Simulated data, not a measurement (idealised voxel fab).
Process module under the name voxel trench capacitor
This is section cut - it's 260 nm across, gridded in 5 nm square cells.
If you're reading a cross-section in this doc, picture square cells in a grid; it comes to you as bands, top ones listed first down to the bottom, and a band can be one or more rows of cells.
Per band: top height and bottom height in nm, followed by the left-to-right materials and their widths in nm; "throughout" marks a single material spanning edge to edge, "empty" marks empty space.
Beneath 0, the wafer as received is one material, and that level is where height counting begins. The lowest band goes on downward without a bottom; it is written like "0..down".
It should be noted that a width expressed as "30 to 40" varies in equal increments from row to row of cells within the band, taking the value of the first number at the top row and that of the second number at the bottom row.
Any step labelled "no change" changed none of the cells in the cross-section.
You'll see "Closed cavities" listing empty spaces that have no way open to the top, as long as they're 8 cells or more; the notation is width x height at distance, where the distance is from the left edge, and all of it is in nm.
If you see something after the settings on a step's line, that's the simulator's own remark about that step.
Regarding "overlay nm": on a step with a mask, it is the distance the mask lay to the right of its planned place; a negative value places it to the left.

### List of planned process steps
1 RECEIVE, material Si
2 CONFORMAL_DEP, material SiN, thk nm 5
3 DIRECTIONAL_DEP, material aC, thk nm 15
4 PATTERN, tone open, mask id TRENCH, material resist, width nm 15, pitch nm 40, thk nm 35, overlay nm 0
5 DIRECTIONAL_ETCH, etch materials aC, depth nm 15
6 STRIP, etch materials resist
7 DIRECTIONAL_ETCH, etch materials SiN, depth nm 5
8 DIRECTIONAL_ETCH, etch materials Si, depth nm 40
9 STRIP, etch materials aC
10 CONFORMAL_DEP, material Al2O3, thk nm 5
11 FILL_DEP, material polySi, thk nm 5
12 CMP, height nm 5

### The first of a set of two wafers, run to plan

### As-received state of the wafer in cross-section, equivalent to post-step 1
0..down: Si throughout
Closed cavities: none

### Upon completion of step 2, the wafer appears in cross-section as shown
5..0: SiN throughout
All layers under 0 are left as they were.

### Upon completion of step 3, the wafer appears in cross-section as shown
20..5: aC throughout
All layers under 5 are left as they were.

### Upon completion of step 4, the wafer appears in cross-section as shown
55..20: 80 of resist, then 15 of empty, then 25 of resist, then 15 of empty, then 25 of resist, then 15 of empty, then 85 of resist
All layers under 20 are left as they were.

### Upon completion of step 5, the wafer appears in cross-section as shown
40..20: 80 of resist, then 15 of empty, then 25 of resist, then 15 of empty, then 25 of resist, then 15 of empty, then 85 of resist
20..5: 80 of aC, then 15 of empty, then 25 of aC, then 15 of empty, then 25 of aC, then 15 of empty, then 85 of aC
All layers under 5 are left as they were.

### Upon completion of step 6, the wafer appears in cross-section as shown
20..5: 80 of aC, then 15 of empty, then 25 of aC, then 15 of empty, then 25 of aC, then 15 of empty, then 85 of aC
All layers under 5 are left as they were.

### Upon completion of step 7, the wafer appears in cross-section as shown
20..5: 80 of aC, then 15 of empty, then 25 of aC, then 15 of empty, then 25 of aC, then 15 of empty, then 85 of aC
5..0: 80 of SiN, then 15 of empty, then 25 of SiN, then 15 of empty, then 25 of SiN, then 15 of empty, then 85 of SiN
All layers under 0 are left as they were.

### Upon completion of step 8, the wafer appears in cross-section as shown
20..5: 80 of aC, then 15 of empty, then 25 of aC, then 15 of empty, then 25 of aC, then 15 of empty, then 85 of aC
5..0: 80 of SiN, then 15 of empty, then 25 of SiN, then 15 of empty, then 25 of SiN, then 15 of empty, then 85 of SiN
0..-40: 80 of Si, then 15 of empty, then 25 of Si, then 15 of empty, then 25 of Si, then 15 of empty, then 85 of Si
All layers under -40 are left as they were.

### Upon completion of step 9, the wafer appears in cross-section as shown
5..0: 80 of SiN, then 15 of empty, then 25 of SiN, then 15 of empty, then 25 of SiN, then 15 of empty, then 85 of SiN
All layers under 0 are left as they were.

### Upon completion of step 10, the wafer appears in cross-section as shown
10..5: 85 of Al2O3, then 5 of empty, then 35 of Al2O3, then 5 of empty, then 35 of Al2O3, then 5 of empty, then 90 of Al2O3
5..0: 80 of SiN, then 5 of Al2O3, then 5 of empty, then 5 of Al2O3, then 25 of SiN, then 5 of Al2O3, then 5 of empty, then 5 of Al2O3, then 25 of SiN, then 5 of Al2O3, then 5 of empty, then 5 of Al2O3, then 85 of SiN
0..-35: 80 of Si, then 5 of Al2O3, then 5 of empty, then 5 of Al2O3, then 25 of Si, then 5 of Al2O3, then 5 of empty, then 5 of Al2O3, then 25 of Si, then 5 of Al2O3, then 5 of empty, then 5 of Al2O3, then 85 of Si
-35..-40: 80 of Si, then 15 of Al2O3, then 25 of Si, then 15 of Al2O3, then 25 of Si, then 15 of Al2O3, then 85 of Si
All layers under -40 are left as they were.

### Upon completion of step 11, the wafer appears in cross-section as shown
15..10: polySi throughout
10..5: 85 of Al2O3, then 5 of polySi, then 35 of Al2O3, then 5 of polySi, then 35 of Al2O3, then 5 of polySi, then 90 of Al2O3
5..0: 80 of SiN, then 5 of Al2O3, then 5 of polySi, then 5 of Al2O3, then 25 of SiN, then 5 of Al2O3, then 5 of polySi, then 5 of Al2O3, then 25 of SiN, then 5 of Al2O3, then 5 of polySi, then 5 of Al2O3, then 85 of SiN
0..-35: 80 of Si, then 5 of Al2O3, then 5 of polySi, then 5 of Al2O3, then 25 of Si, then 5 of Al2O3, then 5 of polySi, then 5 of Al2O3, then 25 of Si, then 5 of Al2O3, then 5 of polySi, then 5 of Al2O3, then 85 of Si
All layers under -35 are left as they were.

### Upon completion of step 12, the wafer appears in cross-section as shown
5..0: 80 of SiN, then 5 of Al2O3, then 5 of polySi, then 5 of Al2O3, then 25 of SiN, then 5 of Al2O3, then 5 of polySi, then 5 of Al2O3, then 25 of SiN, then 5 of Al2O3, then 5 of polySi, then 5 of Al2O3, then 85 of SiN
All layers under 0 are left as they were.

### What follows concerns the second wafer, which started out like the first and was meant to follow the very same plan; one mistake crept in when it was run, but everything up to and including step 3 is the same as for the first wafer

### At the planned end of step 4, the second wafer in cross-section
55..20: 75 of resist, then 25 of empty, then 15 of resist, then 25 of empty, then 15 of resist, then 25 of empty, then 80 of resist
All layers under 20 are left as they were.

### At the planned end of step 5, the second wafer in cross-section
40..20: 75 of resist, then 25 of empty, then 15 of resist, then 25 of empty, then 15 of resist, then 25 of empty, then 80 of resist
20..5: 75 of aC, then 25 of empty, then 15 of aC, then 25 of empty, then 15 of aC, then 25 of empty, then 80 of aC
All layers under 5 are left as they were.

### At the planned end of step 6, the second wafer in cross-section
20..5: 75 of aC, then 25 of empty, then 15 of aC, then 25 of empty, then 15 of aC, then 25 of empty, then 80 of aC
All layers under 5 are left as they were.

### At the planned end of step 7, the second wafer in cross-section
20..5: 75 of aC, then 25 of empty, then 15 of aC, then 25 of empty, then 15 of aC, then 25 of empty, then 80 of aC
5..0: 75 of SiN, then 25 of empty, then 15 of SiN, then 25 of empty, then 15 of SiN, then 25 of empty, then 80 of SiN
All layers under 0 are left as they were.

### At the planned end of step 8, the second wafer in cross-section
20..5: 75 of aC, then 25 of empty, then 15 of aC, then 25 of empty, then 15 of aC, then 25 of empty, then 80 of aC
5..0: 75 of SiN, then 25 of empty, then 15 of SiN, then 25 of empty, then 15 of SiN, then 25 of empty, then 80 of SiN
0..-40: 75 of Si, then 25 of empty, then 15 of Si, then 25 of empty, then 15 of Si, then 25 of empty, then 80 of Si
All layers under -40 are left as they were.

### At the planned end of step 9, the second wafer in cross-section
5..0: 75 of SiN, then 25 of empty, then 15 of SiN, then 25 of empty, then 15 of SiN, then 25 of empty, then 80 of SiN
All layers under 0 are left as they were.

### At the planned end of step 10, the second wafer in cross-section
10..5: 80 of Al2O3, then 15 of empty, then 25 of Al2O3, then 15 of empty, then 25 of Al2O3, then 15 of empty, then 85 of Al2O3
5..0: 75 of SiN, then 5 of Al2O3, then 15 of empty, then 5 of Al2O3, then 15 of SiN, then 5 of Al2O3, then 15 of empty, then 5 of Al2O3, then 15 of SiN, then 5 of Al2O3, then 15 of empty, then 5 of Al2O3, then 80 of SiN
0..-35: 75 of Si, then 5 of Al2O3, then 15 of empty, then 5 of Al2O3, then 15 of Si, then 5 of Al2O3, then 15 of empty, then 5 of Al2O3, then 15 of Si, then 5 of Al2O3, then 15 of empty, then 5 of Al2O3, then 80 of Si
-35..-40: 75 of Si, then 25 of Al2O3, then 15 of Si, then 25 of Al2O3, then 15 of Si, then 25 of Al2O3, then 80 of Si
All layers under -40 are left as they were.

### At the planned end of step 11, the second wafer in cross-section
15..10: polySi throughout
10..5: 80 of Al2O3, then 15 of polySi, then 25 of Al2O3, then 15 of polySi, then 25 of Al2O3, then 15 of polySi, then 85 of Al2O3
5..0: 75 of SiN, then 5 of Al2O3, then 15 of polySi, then 5 of Al2O3, then 15 of SiN, then 5 of Al2O3, then 15 of polySi, then 5 of Al2O3, then 15 of SiN, then 5 of Al2O3, then 15 of polySi, then 5 of Al2O3, then 80 of SiN
0..-35: 75 of Si, then 5 of Al2O3, then 15 of polySi, then 5 of Al2O3, then 15 of Si, then 5 of Al2O3, then 15 of polySi, then 5 of Al2O3, then 15 of Si, then 5 of Al2O3, then 15 of polySi, then 5 of Al2O3, then 80 of Si
All layers under -35 are left as they were.

### At the planned end of step 12, the second wafer in cross-section
5..0: 75 of SiN, then 5 of Al2O3, then 15 of polySi, then 5 of Al2O3, then 15 of SiN, then 5 of Al2O3, then 15 of polySi, then 5 of Al2O3, then 15 of SiN, then 5 of Al2O3, then 15 of polySi, then 5 of Al2O3, then 80 of SiN
All layers under 0 are left as they were.
What was done differently from what was planned? note that step 4 departed from the planned setting and was carried out as PATTERN, tone open, mask id TRENCH, material resist, width nm 25, pitch nm 40, thk nm 35, overlay nm 0
Final cells, second wafer relative to first, materials higher or lower: Al2O3 +6, Si -48, SiN -6, polySi +48
